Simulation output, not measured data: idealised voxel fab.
The following is a process module called voxel wiring stack.
cross-section cut | 180 nm wide | cells 5 nm
Each cross-section below is a grid of square cells, stated as bands in top-down order, with one or more rows of cells making up each band.
First you get the band's top height and its bottom height, in nm, and then the materials it's made of, left to right, with each width in nm. If you see a single material with "edge to edge", that one covers the band edge to edge. "blank" is empty space.
Height is counted from the level 0, under which the received wafer is composed throughout of one material. The lowest of the bands is not closed at the bottom but continues downward, in the notation "0..down".
The notation "30->40" denotes a width that varies across the rows of cells in the band, beginning at the first number in the top row, finishing at the second number in the bottom row, and changing by an identical amount from each row to the next.
Where the words "nothing altered" appear for a step, the cross-section shows no cell changed by that step; every cell remained as before.
Voids not open to the top, 8 cells minimum: see "Closed void register". Written width x height at distance; distance is from the left edge; nm.
On each step's line, the part that comes after the settings is the simulator's own comment on the step.
"overlay nm" on a masked step: distance the mask lay right of its planned place, negative for left.

Steps planned for the process
1. RECEIVE,material Si
2. CONFORMAL_DEP,material SiO2,thk nm 10
3. DIRECTIONAL_DEP,material TiN,thk nm 5
4. DIRECTIONAL_DEP,material W,thk nm 25
5. DIRECTIONAL_DEP,material aC,thk nm 10
6. PATTERN,tone cover,mask id METAL_1,material resist,width nm 25,pitch nm 45,thk nm 30,overlay nm 0
7. DIRECTIONAL_ETCH,etch materials aC,depth nm 10
8. STRIP,etch materials resist
9. DIRECTIONAL_ETCH,etch materials W,depth nm 25
10. DIRECTIONAL_ETCH,etch materials TiN,depth nm 5
11. STRIP,etch materials aC
12. CONFORMAL_DEP,material SiN,thk nm 5
13. FILL_DEP,material lowk,thk nm 10
14. CMP,height nm 40
15. CONFORMAL_DEP,material SiCN,thk nm 5
16. DIRECTIONAL_DEP,material lowk,thk nm 30
17. DIRECTIONAL_DEP,material aC,thk nm 15
18. PATTERN,tone open,mask id METAL_2_HOLES,material resist,width nm 15,pitch nm 45,thk nm 35,overlay nm 0
19. DIRECTIONAL_ETCH,etch materials aC,depth nm 15
20. STRIP,etch materials resist
21. DIRECTIONAL_ETCH,etch materials lowk,depth nm 30
22. STRIP,etch materials aC
23. DIRECTIONAL_DEP,material aC,thk nm 15
24. PATTERN,tone open,mask id METAL_2,material resist,width nm 25,pitch nm 45,thk nm 30,overlay nm 0
25. DIRECTIONAL_ETCH,etch materials aC,depth nm 15
26. STRIP,etch materials resist
27. DIRECTIONAL_ETCH,etch materials lowk,depth nm 20
28. DIRECTIONAL_ETCH,etch materials SiCN,depth nm 5
29. STRIP,etch materials aC
30. CONFORMAL_DEP,material TiN,thk nm 5
31. FILL_DEP,material Cu,thk nm 5
32. CMP,height nm 75
33. CONFORMAL_DEP,material SiCN,thk nm 5
34. DIRECTIONAL_DEP,material lowk,thk nm 25
35. DIRECTIONAL_DEP,material aC,thk nm 10
36. PATTERN,tone open,mask id METAL_3_HOLES,material resist,width nm 15,thk nm 25,overlay nm 0
37. DIRECTIONAL_ETCH,etch materials aC,depth nm 10
38. STRIP,etch materials resist
39. DIRECTIONAL_ETCH,etch materials lowk,depth nm 25
40. STRIP,etch materials aC
41. PATTERN,tone open,mask id METAL_3,material resist,width nm 25,pitch nm 45,thk nm 20,overlay nm 0
42. DIRECTIONAL_ETCH,etch materials lowk,depth nm 15
43. DIRECTIONAL_ETCH,etch materials SiCN,depth nm 5
44. STRIP,etch materials resist
45. CONFORMAL_DEP,material TiN,thk nm 5
46. FILL_DEP,material Cu,thk nm 10
47. CMP,height nm 105
48. CONFORMAL_DEP,material SiCN,thk nm 5
49. DIRECTIONAL_DEP,material SiO2,thk nm 25
50. MASKED_ETCH,tone open,mask id METAL_4_HOLES,width nm 15,etch materials SiO2,depth nm 25,overlay nm 0
51. DIRECTIONAL_DEP,material aC,thk nm 15
52. PATTERN,tone open,mask id METAL_4,material resist,width nm 25,pitch nm 45,thk nm 35,overlay nm 0
53. DIRECTIONAL_ETCH,etch materials aC,depth nm 15
54. STRIP,etch materials resist
55. DIRECTIONAL_ETCH,etch materials SiO2,depth nm 15
56. DIRECTIONAL_ETCH,etch materials SiCN,depth nm 5
57. STRIP,etch materials aC
58. CONFORMAL_DEP,material TiN,thk nm 5
59. FILL_DEP,material Cu,thk nm 5
60. CMP,height nm 135
61. CONFORMAL_DEP,material SiCN,thk nm 5

Step 1 complete: cross-section of the wafer as received
	0..down: Si edge to edge
	Closed void register: none

Cross-section, first of two wafers, end of module, run as planned
	140..135: SiCN edge to edge
	135..125: SiO2=55; TiN=5; Cu=15; TiN=5; SiO2=20; TiN=5; Cu=15; TiN=5; SiO2=55
	125..120: SiO2=55; TiN=5; Cu=5; TiN=15; SiO2=20; TiN=25; SiO2=55
	120..110: SiO2=55; TiN=5; Cu=5; TiN=5; SiO2=110
	110..105: SiCN=55; TiN=15; SiCN=110
	105..95: lowk=55; TiN=5; Cu=15; TiN=5; lowk=20; TiN=5; Cu=15; TiN=5; lowk=55
	95..90: lowk=55; TiN=5; Cu=5; TiN=15; lowk=20; TiN=25; lowk=55
	90..80: lowk=55; TiN=5; Cu=5; TiN=5; lowk=110
	80..75: SiCN=55; TiN=15; SiCN=110
	75..60: lowk=55; TiN=5; Cu=15; TiN=5; lowk=20; TiN=5; Cu=15; TiN=5; lowk=55
	60..55: lowk=55; TiN=5; Cu=5; TiN=15; lowk=20; TiN=5; Cu=5; TiN=15; lowk=55
	55..45: lowk=55; TiN=5; Cu=5; TiN=5; lowk=30; TiN=5; Cu=5; TiN=5; lowk=65
	45..40: SiCN=55; TiN=15; SiCN=30; TiN=15; SiCN=65
	40..15: lowk=50; SiN=5; W=25; SiN=5; lowk=10; SiN=5; W=25; SiN=5; lowk=50
	15..10: SiN=55; TiN=25; SiN=20; TiN=25; SiN=55
	10..0: SiO2 edge to edge
	0..down: Si edge to edge
	Closed void register: none

Second wafer through the module, sectioned at the end: same beginning and same plan as the first wafer, with one mistake in carrying it out
	140..135: SiCN edge to edge
	135..125: SiO2=55; TiN=5; Cu=15; TiN=5; SiO2=20; TiN=5; Cu=15; TiN=5; SiO2=55
	125..120: SiO2=55; TiN=5; Cu=5; TiN=15; SiO2=20; TiN=25; SiO2=55
	120..110: SiO2=55; TiN=5; Cu=5; TiN=5; SiO2=110
	110..105: SiCN=55; TiN=15; SiCN=110
	105..95: lowk=55; TiN=5; Cu=15; TiN=5; lowk=20; TiN=5; Cu=15; TiN=5; lowk=55
	95..90: lowk=55; TiN=5; Cu=5; TiN=15; lowk=20; TiN=25; lowk=55
	90..80: lowk=55; TiN=5; Cu=5; TiN=5; lowk=110
	80..75: SiCN=55; TiN=15; SiCN=110
	75..60: lowk=55; TiN=5; Cu=15; TiN=5; lowk=20; TiN=5; Cu=15; TiN=5; lowk=55
	60..55: lowk=55; TiN=5; Cu=5; TiN=15; lowk=20; TiN=5; Cu=5; TiN=15; lowk=55
	55..45: lowk=55; TiN=5; Cu=5; TiN=5; lowk=30; TiN=5; Cu=5; TiN=5; lowk=65
	45..40: SiCN=55; TiN=15; SiCN=30; TiN=15; SiCN=65
	40..35: SiN=55; TiN=25; SiN=20; TiN=25; SiN=55
	35..10: W edge to edge
	10..0: SiO2 edge to edge
	0..down: Si edge to edge
	Closed void register: none
Error vs. plan: steps 3 and 4 traded places in the executed sequence
The final cell counts differ between the wafers, with the second having more or fewer of some materials than the first: SiN: 20 fewer; W: 130 more; lowk: 110 fewer
